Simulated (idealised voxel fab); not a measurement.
Name of the process module below: voxel tone inversion
Shown is cross-section cut, with a width of 230 nm and square cells of size 5 nm.
Throughout this document, each cross-section is represented as a grid of square cells and is presented as a sequence of bands enumerated from the top downward, where a band comprises one or more rows of cells.
A band entry consists of two parts. The first gives the height of the band's top and the height of its bottom, in nm. The rest lists the band's materials from left to right, each with its width in nm. A single material labelled with the word "full width" fills the band from edge to edge, and the word "empty" marks empty space.
Heights from 0 (as-received wafer is one material below). Bottom band endless downward, as "from 0 down".
Think of "30 to 40" as a width that walks from the first number to the second as you go down the band, top row to bottom row, taking equal-sized steps from row to row.
You'll sometimes find "nothing got changed" written for a step, and that's the way of saying that nowhere in the cross-section did a cell change during that step.
For the entry "Enclosed cavities", the listed items are empty spaces with no open way to the top whose size is 8 cells or more; each item follows the pattern width x height at distance, where distance is from the left edge and all three are in nm.
That trailing text on a step's line, after the settings, is the simulator's own remark on the step.
"overlay nm" answers the question of how far to the right of plan the mask lay on a step that has a mask, and when it is negative the answer is to the left.
## Planned step list for the process
1) op RECEIVE | material Si
2) op CONFORMAL_DEP | material SiN | thk nm 10
3) op DIRECTIONAL_DEP | material aC | thk nm 25
4) op PATTERN | tone cover | mask id POSTS | material resist | width nm 20 | pitch nm 35 | thk nm 35 | overlay nm 0
5) op DIRECTIONAL_ETCH | etch materials aC | depth nm 25
6) op STRIP | etch materials resist
7) op FILL_DEP | material lowk | thk nm 10
8) op CMP | height nm 35
9) op STRIP | etch materials aC
## Wafer cross-section on receipt, i.e. after step 1
from 0 down  Si full width
Enclosed cavities: none
## Here's the wafer cut in cross-section after the module, started and planned just like above, except one thing was done wrong in the run
from 35 to 10  75 lowk; 15 empty; 20 lowk; 15 empty; 20 lowk; 15 empty; 70 lowk
from 10 to 0  SiN full width
from 0 down  Si full width
Enclosed cavities: none
what went wrong: step 4 did not happen as planned, as run it was op PATTERN | tone cover | mask id POSTS | material resist | width nm 15 | pitch nm 35 | thk nm 35 | overlay nm 0
